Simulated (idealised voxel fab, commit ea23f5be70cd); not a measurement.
This is a process module. Its name is voxel self aligned contacts.
Square cell edge 5 nm, section width 230 nm, ID cut.
When this document writes out a cross-section, it uses a grid of square cells and lists it as bands, beginning at the top and moving down, with a band standing for one or more rows of cells. First you get the band's top height and its bottom height, in nm, and then the materials it's made of, left to right, with each width in nm. If you see a single material with "edge to edge", that one covers the band edge to edge. "blank" is empty space. All heights in this document are referenced to 0, defined as the level beneath which the wafer, as received, consists entirely of one material. The lowest band is not bounded below; it extends indefinitely downward and is written in the form "from 0 down". A width given as "30 to 40" starts at the first number in the band's top row and ends at the second number in its bottom row, shifting by an equal amount at every step from row to row. "remains unaltered" -> step changed no cross-section cell. You'll see "Trapped voids" listing empty spaces that have no way open to the top, as long as they're 8 cells or more; the notation is width x height at distance, where the distance is from the left edge, and all of it is in nm. That trailing text on a step's line, after the settings, is the simulator's own remark on the step. Among the settings permitted on a step's line is "overlay nm"; applied to a step with a mask, it specifies the extent to which the mask lay to the right of its planned position, whereas a negative figure signifies a position to the left. Layout of what follows: cross-section pairs, each bracketing one process step, the after cross-section shown only to the lowest band that changed, the step between and its settings noted under each pair. Pairs may originate in different runs of this module on the same starting wafer; a pair continues from the pair above only where its entry headed "Before processing" says so.

[Before processing]
- from 55 to 45 = Ru edge to edge
- from 45 to 40 = TiN 110 nm / Ru 5 nm / TiN 115 nm
- from 40 to 25 = SiO2 70 nm / SiN 35 nm / TiN 5 nm / Ru 5 nm / TiN 5 nm / SiN 35 nm / SiO2 75 nm
- from 25 to 5 = SiO2 70 nm / SiN 5 nm / polySi 25 nm / SiN 5 nm / TiN 5 nm / Ru 5 nm / TiN 5 nm / SiN 5 nm / polySi 25 nm / SiN 5 nm / SiO2 75 nm
- from 5 to 0 = SiO2 105 nm / TiN 15 nm / SiO2 110 nm
- from 0 down = Si edge to edge
- Trapped voids: none

[Step Result]
- from 50 to 45 = Ru edge to edge
- Whatever lies below 45 is exactly as it was before.
- Trapped voids: none
Between the two cross-sections shown above, the process step is CMP, height nm 50

Before processing: as in the pair right above, post-step view.

[Step Result]
- from 55 to 50 = SiN edge to edge
- Whatever lies below 50 is exactly as it was before.
- Trapped voids: none
Between the two cross-sections shown above, the process step is CONFORMAL_DEP, material SiN, thk nm 5

[Before processing]
- from 55 to 40 = aC edge to edge
- from 40 to 25 = SiN edge to edge
- from 25 to 5 = polySi edge to edge
- from 5 to 0 = SiO2 edge to edge
- from 0 down = Si edge to edge
- Trapped voids: none

[Step Result]
- from 85 to 55 = blank 75 nm / resist 30 nm / blank 20 nm / resist 30 nm / blank 75 nm
- Whatever lies below 55 is exactly as it was before.
- Trapped voids: none
Between the two cross-sections shown above, the process step is PATTERN, tone cover, mask id GATE, material resist, width nm 30, pitch nm 50, thk nm 30, overlay nm 0

Before processing: as in the pair right above, post-step view.

[Step Result]
- from 70 to 55 = blank 75 nm / resist 30 nm / blank 20 nm / resist 30 nm / blank 75 nm
- from 55 to 40 = blank 75 nm / aC 30 nm / blank 20 nm / aC 30 nm / blank 75 nm
- Whatever lies below 40 is exactly as it was before.
- Trapped voids: none
Between the two cross-sections shown above, the process step is DIRECTIONAL_ETCH, etch materials aC, depth nm 15

Before processing: as in the pair right above, post-step view.

[Step Result]
- from 55 to 40 = blank 75 nm / aC 30 nm / blank 20 nm / aC 30 nm / blank 75 nm
- Whatever lies below 40 is exactly as it was before.
- Trapped voids: none
Between the two cross-sections shown above, the process step is STRIP, etch materials resist

Before processing: as in the pair right above, post-step view.

[Step Result]
- from 55 to 40 = blank 75 nm / aC 30 nm / blank 20 nm / aC 30 nm / blank 75 nm
- from 40 to 25 = blank 75 nm / SiN 30 nm / blank 20 nm / SiN 30 nm / blank 75 nm
- Whatever lies below 25 is exactly as it was before.
- Trapped voids: none
Between the two cross-sections shown above, the process step is DIRECTIONAL_ETCH, etch materials SiN, depth nm 15

Before processing: as in the pair right above, post-step view.

[Step Result]
- from 55 to 40 = blank 75 nm / aC 30 nm / blank 20 nm / aC 30 nm / blank 75 nm
- from 40 to 25 = blank 75 nm / SiN 30 nm / blank 20 nm / SiN 30 nm / blank 75 nm
- from 25 to 5 = blank 75 nm / polySi 30 nm / blank 20 nm / polySi 30 nm / blank 75 nm
- Whatever lies below 5 is exactly as it was before.
- Trapped voids: none
Between the two cross-sections shown above, the process step is DIRECTIONAL_ETCH, etch materials polySi, depth nm 20

Before processing: as in the pair right above, post-step view.

[Step Result]
- from 40 to 25 = blank 75 nm / SiN 30 nm / blank 20 nm / SiN 30 nm / blank 75 nm
- Whatever lies below 25 is exactly as it was before.
- Trapped voids: none
Between the two cross-sections shown above, the process step is STRIP, etch materials aC

Before processing: as in the pair right above, post-step view.

[Step Result]
- from 45 to 25 = blank 70 nm / SiN 40 nm / blank 10 nm / SiN 40 nm / blank 70 nm
- from 25 to 10 = blank 70 nm / SiN 5 nm / polySi 30 nm / SiN 5 nm / blank 10 nm / SiN 5 nm / polySi 30 nm / SiN 5 nm / blank 70 nm
- from 10 to 5 = SiN 75 nm / polySi 30 nm / SiN 20 nm / polySi 30 nm / SiN 75 nm
- Whatever lies below 5 is exactly as it was before.
- Trapped voids: none
Between the two cross-sections shown above, the process step is CONFORMAL_DEP, material SiN, thk nm 5

Before processing: as in the pair right above, post-step view.

[Step Result]
- from 40 to 25 = blank 70 nm / SiN 40 nm / blank 10 nm / SiN 40 nm / blank 70 nm
- from 25 to 5 = blank 70 nm / SiN 5 nm / polySi 30 nm / SiN 5 nm / blank 10 nm / SiN 5 nm / polySi 30 nm / SiN 5 nm / blank 70 nm
- Whatever lies below 5 is exactly as it was before.
- Trapped voids: none
Between the two cross-sections shown above, the process step is DIRECTIONAL_ETCH, etch materials SiN, depth nm 5

Before processing: as in the pair right above, post-step view.

[Step Result]
- from 55 to 40 = SiO2 edge to edge
- from 40 to 25 = SiO2 70 nm / SiN 40 nm / SiO2 10 nm / SiN 40 nm / SiO2 70 nm
- from 25 to 5 = SiO2 70 nm / SiN 5 nm / polySi 30 nm / SiN 5 nm / SiO2 10 nm / SiN 5 nm / polySi 30 nm / SiN 5 nm / SiO2 70 nm
- Whatever lies below 5 is exactly as it was before.
- Trapped voids: none
Between the two cross-sections shown above, the process step is FILL_DEP, material SiO2, thk nm 15

Before processing: as in the pair right above, post-step view.

[Step Result]
- from 50 to 40 = SiO2 edge to edge
- Whatever lies below 40 is exactly as it was before.
- Trapped voids: none
Between the two cross-sections shown above, the process step is CMP, height nm 50

Before processing: as in the pair right above, post-step view.

[Step Result]
- from 65 to 50 = resist 95 nm / blank 35 nm / resist 100 nm
- Whatever lies below 50 is exactly as it was before.
- Trapped voids: none
Between the two cross-sections shown above, the process step is PATTERN, tone open, mask id CONTACT, material resist, width nm 35, thk nm 15, overlay nm 0

Before processing: as in the pair right above, post-step view.

[Step Result]
- from 65 to 50 = resist 95 nm / blank 35 nm / resist 100 nm
- from 50 to 40 = SiO2 95 nm / blank 35 nm / SiO2 100 nm
- from 40 to 25 = SiO2 70 nm / SiN 40 nm / blank 10 nm / SiN 40 nm / SiO2 70 nm
- from 25 to 5 = SiO2 70 nm / SiN 5 nm / polySi 30 nm / SiN 5 nm / blank 10 nm / SiN 5 nm / polySi 30 nm / SiN 5 nm / SiO2 70 nm
- from 5 to 0 = SiO2 110 nm / blank 10 nm / SiO2 110 nm
- Whatever lies below 0 is exactly as it was before.
- Trapped voids: none
Between the two cross-sections shown above, the process step is DIRECTIONAL_ETCH, etch materials SiO2, depth nm 50

Before processing: as in the pair right above, post-step view.

[Step Result]
- from 50 to 40 = SiO2 95 nm / blank 35 nm / SiO2 100 nm
- Whatever lies below 40 is exactly as it was before.
- Trapped voids: none
Between the two cross-sections shown above, the process step is STRIP, etch materials resist

Before processing: as in the pair right above, post-step view.

[Step Result]
- from 55 to 50 = TiN 100 nm / blank 25 nm / TiN 105 nm
- from 50 to 45 = SiO2 95 nm / TiN 5 nm / blank 25 nm / TiN 5 nm / SiO2 100 nm
- from 45 to 40 = SiO2 95 nm / TiN 35 nm / SiO2 100 nm
- from 40 to 25 = SiO2 70 nm / SiN 40 nm / TiN 10 nm / SiN 40 nm / SiO2 70 nm
- from 25 to 5 = SiO2 70 nm / SiN 5 nm / polySi 30 nm / SiN 5 nm / TiN 10 nm / SiN 5 nm / polySi 30 nm / SiN 5 nm / SiO2 70 nm
- from 5 to 0 = SiO2 110 nm / TiN 10 nm / SiO2 110 nm
- Whatever lies below 0 is exactly as it was before.
- Trapped voids: none
Between the two cross-sections shown above, the process step is CONFORMAL_DEP, material TiN, thk nm 5

Before processing: as in the pair right above, post-step view.

[Step Result]
- from 65 to 55 = Ru edge to edge
- from 55 to 50 = TiN 100 nm / Ru 25 nm / TiN 105 nm
- from 50 to 45 = SiO2 95 nm / TiN 5 nm / Ru 25 nm / TiN 5 nm / SiO2 100 nm
- Whatever lies below 45 is exactly as it was before.
- Trapped voids: none
Between the two cross-sections shown above, the process step is FILL_DEP, material Ru, thk nm 10

Before processing: as in the pair right above, post-step view.

[Step Result]
- from 50 to 45 = SiO2 95 nm / TiN 5 nm / Ru 25 nm / TiN 5 nm / SiO2 100 nm
- Whatever lies below 45 is exactly as it was before.
- Trapped voids: none
Between the two cross-sections shown above, the process step is CMP, height nm 50

Before processing: as in the pair right above, post-step view.

[Step Result]
- from 55 to 50 = SiN edge to edge
- Whatever lies below 50 is exactly as it was before.
- Trapped voids: none
Between the two cross-sections shown above, the process step is CONFORMAL_DEP, material SiN, thk nm 5

[Before processing]
- from 55 to 40 = aC edge to edge
- from 40 to 25 = SiN edge to edge
- from 25 to 5 = polySi edge to edge
- from 5 to 0 = SiO2 edge to edge
- from 0 down = Si edge to edge
- Trapped voids: none

[Step Result]
- from 85 to 55 = blank 70 nm / resist 25 nm / blank 25 nm / resist 25 nm / blank 85 nm
- Whatever lies below 55 is exactly as it was before.
- Trapped voids: none
Between the two cross-sections shown above, the process step is PATTERN, tone cover, mask id GATE, material resist, width nm 25, pitch nm 50, thk nm 30, overlay nm -5

Before processing: as in the pair right above, post-step view.

[Step Result]
- from 70 to 55 = blank 70 nm / resist 25 nm / blank 25 nm / resist 25 nm / blank 85 nm
- from 55 to 40 = blank 70 nm / aC 25 nm / blank 25 nm / aC 25 nm / blank 85 nm
- Whatever lies below 40 is exactly as it was before.
- Trapped voids: none
Between the two cross-sections shown above, the process step is DIRECTIONAL_ETCH, etch materials aC, depth nm 15

Before processing: as in the pair right above, post-step view.

[Step Result]
- from 55 to 40 = blank 70 nm / aC 25 nm / blank 25 nm / aC 25 nm / blank 85 nm
- Whatever lies below 40 is exactly as it was before.
- Trapped voids: none
Between the two cross-sections shown above, the process step is STRIP, etch materials resist

Before processing: as in the pair right above, post-step view.

[Step Result]
- from 55 to 40 = blank 70 nm / aC 25 nm / blank 25 nm / aC 25 nm / blank 85 nm
- from 40 to 25 = blank 70 nm / SiN 25 nm / blank 25 nm / SiN 25 nm / blank 85 nm
- Whatever lies below 25 is exactly as it was before.
- Trapped voids: none
Between the two cross-sections shown above, the process step is DIRECTIONAL_ETCH, etch materials SiN, depth nm 15

Before processing: as in the pair right above, post-step view.

[Step Result]
- from 55 to 40 = blank 70 nm / aC 25 nm / blank 25 nm / aC 25 nm / blank 85 nm
- from 40 to 25 = blank 70 nm / SiN 25 nm / blank 25 nm / SiN 25 nm / blank 85 nm
- from 25 to 5 = blank 70 nm / polySi 25 nm / blank 25 nm / polySi 25 nm / blank 85 nm
- Whatever lies below 5 is exactly as it was before.
- Trapped voids: none
Between the two cross-sections shown above, the process step is DIRECTIONAL_ETCH, etch materials polySi, depth nm 20

Before processing: as in the pair right above, post-step view.

[Step Result]
- from 40 to 25 = blank 70 nm / SiN 25 nm / blank 25 nm / SiN 25 nm / blank 85 nm
- Whatever lies below 25 is exactly as it was before.
- Trapped voids: none
Between the two cross-sections shown above, the process step is STRIP, etch materials aC

Before processing: as in the pair right above, post-step view.

[Step Result]
- from 45 to 25 = blank 65 nm / SiN 35 nm / blank 15 nm / SiN 35 nm / blank 80 nm
- from 25 to 10 = blank 65 nm / SiN 5 nm / polySi 25 nm / SiN 5 nm / blank 15 nm / SiN 5 nm / polySi 25 nm / SiN 5 nm / blank 80 nm
- from 10 to 5 = SiN 70 nm / polySi 25 nm / SiN 25 nm / polySi 25 nm / SiN 85 nm
- Whatever lies below 5 is exactly as it was before.
- Trapped voids: none
Between the two cross-sections shown above, the process step is CONFORMAL_DEP, material SiN, thk nm 5

Before processing: as in the pair right above, post-step view.

[Step Result]
- from 40 to 25 = blank 65 nm / SiN 35 nm / blank 15 nm / SiN 35 nm / blank 80 nm
- from 25 to 5 = blank 65 nm / SiN 5 nm / polySi 25 nm / SiN 5 nm / blank 15 nm / SiN 5 nm / polySi 25 nm / SiN 5 nm / blank 80 nm
- Whatever lies below 5 is exactly as it was before.
- Trapped voids: none
Between the two cross-sections shown above, the process step is DIRECTIONAL_ETCH, etch materials SiN, depth nm 5

Before processing: as in the pair right above, post-step view.

[Step Result]
- from 55 to 40 = SiO2 edge to edge
- from 40 to 25 = SiO2 65 nm / SiN 35 nm / SiO2 15 nm / SiN 35 nm / SiO2 80 nm
- from 25 to 5 = SiO2 65 nm / SiN 5 nm / polySi 25 nm / SiN 5 nm / SiO2 15 nm / SiN 5 nm / polySi 25 nm / SiN 5 nm / SiO2 80 nm
- Whatever lies below 5 is exactly as it was before.
- Trapped voids: none
Between the two cross-sections shown above, the process step is FILL_DEP, material SiO2, thk nm 15

Before processing: as in the pair right above, post-step view.

[Step Result]
- from 50 to 40 = SiO2 edge to edge
- Whatever lies below 40 is exactly as it was before.
- Trapped voids: none
Between the two cross-sections shown above, the process step is CMP, height nm 50

Before processing: as in the pair right above, post-step view.

[Step Result]
- from 65 to 50 = resist 95 nm / blank 35 nm / resist 100 nm
- Whatever lies below 50 is exactly as it was before.
- Trapped voids: none
Between the two cross-sections shown above, the process step is PATTERN, tone open, mask id CONTACT, material resist, width nm 35, thk nm 15, overlay nm 0

Before processing: as in the pair right above, post-step view.

[Step Result]
- from 65 to 50 = resist 95 nm / blank 35 nm / resist 100 nm
- from 50 to 40 = SiO2 95 nm / blank 35 nm / SiO2 100 nm
- from 40 to 25 = SiO2 65 nm / SiN 35 nm / blank 15 nm / SiN 35 nm / SiO2 80 nm
- from 25 to 5 = SiO2 65 nm / SiN 5 nm / polySi 25 nm / SiN 5 nm / blank 15 nm / SiN 5 nm / polySi 25 nm / SiN 5 nm / SiO2 80 nm
- from 5 to 0 = SiO2 100 nm / blank 15 nm / SiO2 115 nm
- Whatever lies below 0 is exactly as it was before.
- Trapped voids: none
Between the two cross-sections shown above, the process step is DIRECTIONAL_ETCH, etch materials SiO2, depth nm 50

Before processing: as in the pair right above, post-step view.

[Step Result]
- from 50 to 40 = SiO2 95 nm / blank 35 nm / SiO2 100 nm
- Whatever lies below 40 is exactly as it was before.
- Trapped voids: none
Between the two cross-sections shown above, the process step is STRIP, etch materials resist

Before processing: as in the pair right above, post-step view.

[Step Result]
- from 55 to 50 = TiN 100 nm / blank 25 nm / TiN 105 nm
- from 50 to 40 = SiO2 95 nm / TiN 5 to 10 nm / blank 25 to 5 nm / TiN 5 to 20 nm / SiO2 100 nm
- from 40 to 25 = SiO2 65 nm / SiN 35 nm / TiN 5 nm / blank 5 nm / TiN 5 nm / SiN 35 nm / SiO2 80 nm
- from 25 to 5 = SiO2 65 nm / SiN 5 nm / polySi 25 nm / SiN 5 nm / TiN 5 nm / blank 5 nm / TiN 5 nm / SiN 5 nm / polySi 25 nm / SiN 5 nm / SiO2 80 nm
- from 5 to 0 = SiO2 100 nm / TiN 15 nm / SiO2 115 nm
- Whatever lies below 0 is exactly as it was before.
- Trapped voids: none
Between the two cross-sections shown above, the process step is CONFORMAL_DEP, material TiN, thk nm 5

Before processing: as in the pair right above, post-step view.

[Step Result]
- from 65 to 55 = Ru edge to edge
- from 55 to 50 = TiN 100 nm / Ru 25 nm / TiN 105 nm
- from 50 to 40 = SiO2 95 nm / TiN 5 to 10 nm / Ru 25 to 5 nm / TiN 5 to 20 nm / SiO2 100 nm
- from 40 to 25 = SiO2 65 nm / SiN 35 nm / TiN 5 nm / Ru 5 nm / TiN 5 nm / SiN 35 nm / SiO2 80 nm
- from 25 to 5 = SiO2 65 nm / SiN 5 nm / polySi 25 nm / SiN 5 nm / TiN 5 nm / Ru 5 nm / TiN 5 nm / SiN 5 nm / polySi 25 nm / SiN 5 nm / SiO2 80 nm
- Whatever lies below 5 is exactly as it was before.
- Trapped voids: none
Between the two cross-sections shown above, the process step is FILL_DEP, material Ru, thk nm 10

Before processing: as in the pair right above, post-step view.

[Step Result]
- from 50 to 40 = SiO2 95 nm / TiN 5 to 10 nm / Ru 25 to 5 nm / TiN 5 to 20 nm / SiO2 100 nm
- Whatever lies below 40 is exactly as it was before.
- Trapped voids: none
Between the two cross-sections shown above, the process step is CMP, height nm 50

Before processing: as in the pair right above, post-step view.

[Step Result]
- from 55 to 50 = SiN edge to edge
- Whatever lies below 50 is exactly as it was before.
- Trapped voids: none
Between the two cross-sections shown above, the process step is CONFORMAL_DEP, material SiN, thk nm 5

[Before processing]
- from 25 to 5 = polySi edge to edge
- from 5 to 0 = SiO2 edge to edge
- from 0 down = Si edge to edge
- Trapped voids: none

[Step Result]
- from 40 to 25 = Ru edge to edge
- Whatever lies below 25 is exactly as it was before.
- Trapped voids: none
Between the two cross-sections shown above, the process step is DIRECTIONAL_DEP, material Ru, thk nm 15

Before processing: as in the pair right above, post-step view.

[Step Result]
- from 55 to 40 = aC edge to edge
- Whatever lies below 40 is exactly as it was before.
- Trapped voids: none
Between the two cross-sections shown above, the process step is DIRECTIONAL_DEP, material aC, thk nm 15

Before processing: as in the pair right above, post-step view.

[Step Result]
- from 85 to 55 = blank 75 nm / resist 25 nm / blank 25 nm / resist 25 nm / blank 80 nm
- Whatever lies below 55 is exactly as it was before.
- Trapped voids: none
Between the two cross-sections shown above, the process step is PATTERN, tone cover, mask id GATE, material resist, width nm 25, pitch nm 50, thk nm 30, overlay nm 0

Before processing: as in the pair right above, post-step view.

[Step Result]
- from 70 to 55 = blank 75 nm / resist 25 nm / blank 25 nm / resist 25 nm / blank 80 nm
- from 55 to 40 = blank 75 nm / aC 25 nm / blank 25 nm / aC 25 nm / blank 80 nm
- Whatever lies below 40 is exactly as it was before.
- Trapped voids: none
Between the two cross-sections shown above, the process step is DIRECTIONAL_ETCH, etch materials aC, depth nm 15

Before processing: as in the pair right above, post-step view.

[Step Result]
- from 55 to 40 = blank 75 nm / aC 25 nm / blank 25 nm / aC 25 nm / blank 80 nm
- Whatever lies below 40 is exactly as it was before.
- Trapped voids: none
Between the two cross-sections shown above, the process step is STRIP, etch materials resist

Before processing: as in the pair right above, post-step view.

[Step Result]
- from 40 to 25 = Ru edge to edge
- Whatever lies below 25 is exactly as it was before.
- Trapped voids: none
Between the two cross-sections shown above, the process step is STRIP, etch materials aC

Before processing: as in the pair right above, post-step view.

[Step Result]
- from 45 to 40 = SiN edge to edge
- Whatever lies below 40 is exactly as it was before.
- Trapped voids: none
Between the two cross-sections shown above, the process step is CONFORMAL_DEP, material SiN, thk nm 5

Before processing: as in the pair right above, post-step view.

[Step Result]
- from 40 to 25 = Ru edge to edge
- Whatever lies below 25 is exactly as it was before.
- Trapped voids: none
Between the two cross-sections shown above, the process step is DIRECTIONAL_ETCH, etch materials SiN, depth nm 5

Before processing: as in the pair right above, post-step view.

[Step Result]
- from 55 to 40 = SiO2 edge to edge
- Whatever lies below 40 is exactly as it was before.
- Trapped voids: none
Between the two cross-sections shown above, the process step is FILL_DEP, material SiO2, thk nm 15

Before processing: as in the pair right above, post-step view.

[Step Result]
- from 50 to 40 = SiO2 edge to edge
- Whatever lies below 40 is exactly as it was before.
- Trapped voids: none
Between the two cross-sections shown above, the process step is CMP, height nm 50

Before processing: as in the pair right above, post-step view.

[Step Result]
- from 65 to 50 = resist 95 nm / blank 35 nm / resist 100 nm
- Whatever lies below 50 is exactly as it was before.
- Trapped voids: none
Between the two cross-sections shown above, the process step is PATTERN, tone open, mask id CONTACT, material resist, width nm 35, thk nm 15, overlay nm 0

Before processing: as in the pair right above, post-step view.

[Step Result]
- from 65 to 50 = resist 95 nm / blank 35 nm / resist 100 nm
- from 50 to 40 = SiO2 95 nm / blank 35 nm / SiO2 100 nm
- Whatever lies below 40 is exactly as it was before.
- Trapped voids: none
Between the two cross-sections shown above, the process step is DIRECTIONAL_ETCH, etch materials SiO2, depth nm 50

Before processing: as in the pair right above, post-step view.

[Step Result]
- from 50 to 40 = SiO2 95 nm / blank 35 nm / SiO2 100 nm
- Whatever lies below 40 is exactly as it was before.
- Trapped voids: none
Between the two cross-sections shown above, the process step is STRIP, etch materials resist

Before processing: as in the pair right above, post-step view.

[Step Result]
- from 55 to 50 = TiN 100 nm / blank 25 nm / TiN 105 nm
- from 50 to 45 = SiO2 95 nm / TiN 5 nm / blank 25 nm / TiN 5 nm / SiO2 100 nm
- from 45 to 40 = SiO2 95 nm / TiN 35 nm / SiO2 100 nm
- Whatever lies below 40 is exactly as it was before.
- Trapped voids: none
Between the two cross-sections shown above, the process step is CONFORMAL_DEP, material TiN, thk nm 5

Before processing: as in the pair right above, post-step view.

[Step Result]
- from 65 to 55 = Ru edge to edge
- from 55 to 50 = TiN 100 nm / Ru 25 nm / TiN 105 nm
- from 50 to 45 = SiO2 95 nm / TiN 5 nm / Ru 25 nm / TiN 5 nm / SiO2 100 nm
- Whatever lies below 45 is exactly as it was before.
- Trapped voids: none
Between the two cross-sections shown above, the process step is FILL_DEP, material Ru, thk nm 10

Before processing: as in the pair right above, post-step view.

[Step Result]
- from 50 to 45 = SiO2 95 nm / TiN 5 nm / Ru 25 nm / TiN 5 nm / SiO2 100 nm
- Whatever lies below 45 is exactly as it was before.
- Trapped voids: none
Between the two cross-sections shown above, the process step is CMP, height nm 50

Before processing: as in the pair right above, post-step view.

[Step Result]
- from 55 to 50 = SiN edge to edge
- Whatever lies below 50 is exactly as it was before.
- Trapped voids: none
Between the two cross-sections shown above, the process step is CONFORMAL_DEP, material SiN, thk nm 5

[Before processing]
- from 55 to 40 = aC edge to edge
- from 40 to 25 = SiN edge to edge
- from 25 to 5 = polySi edge to edge
- from 5 to 0 = SiO2 edge to edge
- from 0 down = Si edge to edge
- Trapped voids: none

[Step Result]
- from 85 to 55 = resist 75 nm / blank 25 nm / resist 25 nm / blank 25 nm / resist 80 nm
- Whatever lies below 55 is exactly as it was before.
- Trapped voids: none
Between the two cross-sections shown above, the process step is PATTERN, tone open, mask id GATE, material resist, width nm 25, pitch nm 50, thk nm 30, overlay nm 0

Before processing: as in the pair right above, post-step view.

[Step Result]
- from 70 to 55 = resist 75 nm / blank 25 nm / resist 25 nm / blank 25 nm / resist 80 nm
- from 55 to 40 = aC 75 nm / blank 25 nm / aC 25 nm / blank 25 nm / aC 80 nm
- Whatever lies below 40 is exactly as it was before.
- Trapped voids: none
Between the two cross-sections shown above, the process step is DIRECTIONAL_ETCH, etch materials aC, depth nm 15

Before processing: as in the pair right above, post-step view.

[Step Result]
- from 55 to 40 = aC 75 nm / blank 25 nm / aC 25 nm / blank 25 nm / aC 80 nm
- Whatever lies below 40 is exactly as it was before.
- Trapped voids: none
Between the two cross-sections shown above, the process step is STRIP, etch materials resist

Before processing: as in the pair right above, post-step view.

[Step Result]
- from 55 to 40 = aC 75 nm / blank 25 nm / aC 25 nm / blank 25 nm / aC 80 nm
- from 40 to 25 = SiN 75 nm / blank 25 nm / SiN 25 nm / blank 25 nm / SiN 80 nm
- Whatever lies below 25 is exactly as it was before.
- Trapped voids: none
Between the two cross-sections shown above, the process step is DIRECTIONAL_ETCH, etch materials SiN, depth nm 15

Before processing: as in the pair right above, post-step view.

[Step Result]
- from 55 to 40 = aC 75 nm / blank 25 nm / aC 25 nm / blank 25 nm / aC 80 nm
- from 40 to 25 = SiN 75 nm / blank 25 nm / SiN 25 nm / blank 25 nm / SiN 80 nm
- from 25 to 5 = polySi 75 nm / blank 25 nm / polySi 25 nm / blank 25 nm / polySi 80 nm
- Whatever lies below 5 is exactly as it was before.
- Trapped voids: none
Between the two cross-sections shown above, the process step is DIRECTIONAL_ETCH, etch materials polySi, depth nm 20

Before processing: as in the pair right above, post-step view.

[Step Result]
- from 40 to 25 = SiN 75 nm / blank 25 nm / SiN 25 nm / blank 25 nm / SiN 80 nm
- Whatever lies below 25 is exactly as it was before.
- Trapped voids: none
Between the two cross-sections shown above, the process step is STRIP, etch materials aC

Before processing: as in the pair right above, post-step view.

[Step Result]
- from 45 to 25 = SiN 80 nm / blank 15 nm / SiN 35 nm / blank 15 nm / SiN 85 nm
- from 25 to 10 = polySi 75 nm / SiN 5 nm / blank 15 nm / SiN 5 nm / polySi 25 nm / SiN 5 nm / blank 15 nm / SiN 5 nm / polySi 80 nm
- from 10 to 5 = polySi 75 nm / SiN 25 nm / polySi 25 nm / SiN 25 nm / polySi 80 nm
- Whatever lies below 5 is exactly as it was before.
- Trapped voids: none
Between the two cross-sections shown above, the process step is CONFORMAL_DEP, material SiN, thk nm 5

Before processing: as in the pair right above, post-step view.

[Step Result]
- from 40 to 25 = SiN 80 nm / blank 15 nm / SiN 35 nm / blank 15 nm / SiN 85 nm
- from 25 to 5 = polySi 75 nm / SiN 5 nm / blank 15 nm / SiN 5 nm / polySi 25 nm / SiN 5 nm / blank 15 nm / SiN 5 nm / polySi 80 nm
- Whatever lies below 5 is exactly as it was before.
- Trapped voids: none
Between the two cross-sections shown above, the process step is DIRECTIONAL_ETCH, etch materials SiN, depth nm 5

Before processing: as in the pair right above, post-step view.

[Step Result]
- from 55 to 40 = SiO2 edge to edge
- from 40 to 25 = SiN 80 nm / SiO2 15 nm / SiN 35 nm / SiO2 15 nm / SiN 85 nm
- from 25 to 5 = polySi 75 nm / SiN 5 nm / SiO2 15 nm / SiN 5 nm / polySi 25 nm / SiN 5 nm / SiO2 15 nm / SiN 5 nm / polySi 80 nm
- Whatever lies below 5 is exactly as it was before.
- Trapped voids: none
Between the two cross-sections shown above, the process step is FILL_DEP, material SiO2, thk nm 15

Before processing: as in the pair right above, post-step view.

[Step Result]
- from 50 to 40 = SiO2 edge to edge
- Whatever lies below 40 is exactly as it was before.
- Trapped voids: none
Between the two cross-sections shown above, the process step is CMP, height nm 50

Before processing: as in the pair right above, post-step view.

[Step Result]
- from 65 to 50 = resist 95 nm / blank 35 nm / resist 100 nm
- Whatever lies below 50 is exactly as it was before.
- Trapped voids: none
Between the two cross-sections shown above, the process step is PATTERN, tone open, mask id CONTACT, material resist, width nm 35, thk nm 15, overlay nm 0

Before processing: as in the pair right above, post-step view.

[Step Result]
- from 65 to 50 = resist 95 nm / blank 35 nm / resist 100 nm
- from 50 to 40 = SiO2 95 nm / blank 35 nm / SiO2 100 nm
- Whatever lies below 40 is exactly as it was before.
- Trapped voids: none
Between the two cross-sections shown above, the process step is DIRECTIONAL_ETCH, etch materials SiO2, depth nm 50

Before processing: as in the pair right above, post-step view.

[Step Result]
- from 50 to 40 = SiO2 95 nm / blank 35 nm / SiO2 100 nm
- Whatever lies below 40 is exactly as it was before.
- Trapped voids: none
Between the two cross-sections shown above, the process step is STRIP, etch materials resist

Before processing: as in the pair right above, post-step view.

[Step Result]
- from 55 to 50 = TiN 100 nm / blank 25 nm / TiN 105 nm
- from 50 to 45 = SiO2 95 nm / TiN 5 nm / blank 25 nm / TiN 5 nm / SiO2 100 nm
- from 45 to 40 = SiO2 95 nm / TiN 35 nm / SiO2 100 nm
- Whatever lies below 40 is exactly as it was before.
- Trapped voids: none
Between the two cross-sections shown above, the process step is CONFORMAL_DEP, material TiN, thk nm 5

Before processing: as in the pair right above, post-step view.

[Step Result]
- from 65 to 55 = Ru edge to edge
- from 55 to 50 = TiN 100 nm / Ru 25 nm / TiN 105 nm
- from 50 to 45 = SiO2 95 nm / TiN 5 nm / Ru 25 nm / TiN 5 nm / SiO2 100 nm
- Whatever lies below 45 is exactly as it was before.
- Trapped voids: none
Between the two cross-sections shown above, the process step is FILL_DEP, material Ru, thk nm 10

Before processing: as in the pair right above, post-step view.

[Step Result]
- from 50 to 45 = SiO2 95 nm / TiN 5 nm / Ru 25 nm / TiN 5 nm / SiO2 100 nm
- Whatever lies below 45 is exactly as it was before.
- Trapped voids: none
Between the two cross-sections shown above, the process step is CMP, height nm 50

Before processing: as in the pair right above, post-step view.

[Step Result]
- from 55 to 50 = SiN edge to edge
- Whatever lies below 50 is exactly as it was before.
- Trapped voids: none
Between the two cross-sections shown above, the process step is CONFORMAL_DEP, material SiN, thk nm 5
